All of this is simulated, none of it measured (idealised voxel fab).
voxel lift off: a process module
190 nm wide, 5 nm square cells: that's cross-section cut.
How to read a cross-section here: the picture is a grid of square cells, written as bands going from the top down, and any band can span one or more rows of cells.
This entry defines a band. It first specifies the height of the band's top and the height of its bottom in nm, and then specifies the band's materials from left to right, stating each material with its width in nm. The word "edge to edge" identifies a single material that fills the band from edge to edge, while the word "air" identifies empty space.
Heights are expressed relative to 0, this being the level below which the as-received wafer comprises one material exclusively. The lowest band is unbounded in the downward direction and is denoted as in "0 -> down".
Width spec "30 to 40" -> top row of cells at first value, bottom row at second value, equal per-row change in between.
It should be understood that the words "no change", when stated for a given step, signify that the cross-section underwent no change in any of its cells during that step.
"Completely enclosed voids" means: voids of 8 cells or more that are shut off from the top with no open way through. Written width x height at distance, distance from the left edge, in nm.
after a step's settings: what the simulator itself notes on the step
overlay nm, on a step with a mask: how far to the right of its planned place the mask lay; to the left if negative
### plan
1,RECEIVE [material Si]
2,CONFORMAL_DEP [material SiN] [thk nm 15]
3,PATTERN [tone open] [mask id LINES] [material resist] [width nm 25] [pitch nm 55] [thk nm 20] [overlay nm 0]
4,DIRECTIONAL_DEP [material Ru] [thk nm 5]
5,STRIP [etch materials resist]
6,CONFORMAL_DEP [material SiCN] [thk nm 5]
### Cross-section of the incoming wafer, state after step 1
    0 -> down: Si edge to edge
    Completely enclosed voids: none
### Module complete - cross-section of the first of two wafers, run according to plan
    25 -> 20: air=20 / SiCN=35 / air=20 / SiCN=35 / air=20 / SiCN=35 / air=25
    20 -> 15: SiCN=25 / Ru=25 / SiCN=30 / Ru=25 / SiCN=30 / Ru=25 / SiCN=30
    15 -> 0: SiN edge to edge
    0 -> down: Si edge to edge
    Completely enclosed voids: none
### Module end: cross-section of wafer two of two. Same start and process plan as the first wafer. One mistake during execution
    25 -> 20: air=25 / SiCN=35 / air=20 / SiCN=35 / air=20 / SiCN=35 / air=20
    20 -> 15: SiCN=30 / Ru=25 / SiCN=30 / Ru=25 / SiCN=30 / Ru=25 / SiCN=25
    15 -> 0: SiN edge to edge
    0 -> down: Si edge to edge
    Completely enclosed voids: none
Heads up, the wafer didn't run the way we planned it: in deviation from the planned setting, step 3 was conducted as PATTERN [tone open] [mask id LINES] [material resist] [width nm 25] [pitch nm 55] [thk nm 20] [overlay nm 5]
At the close, every material occupies the same number of cells on the second wafer as on the first, only in different positions.
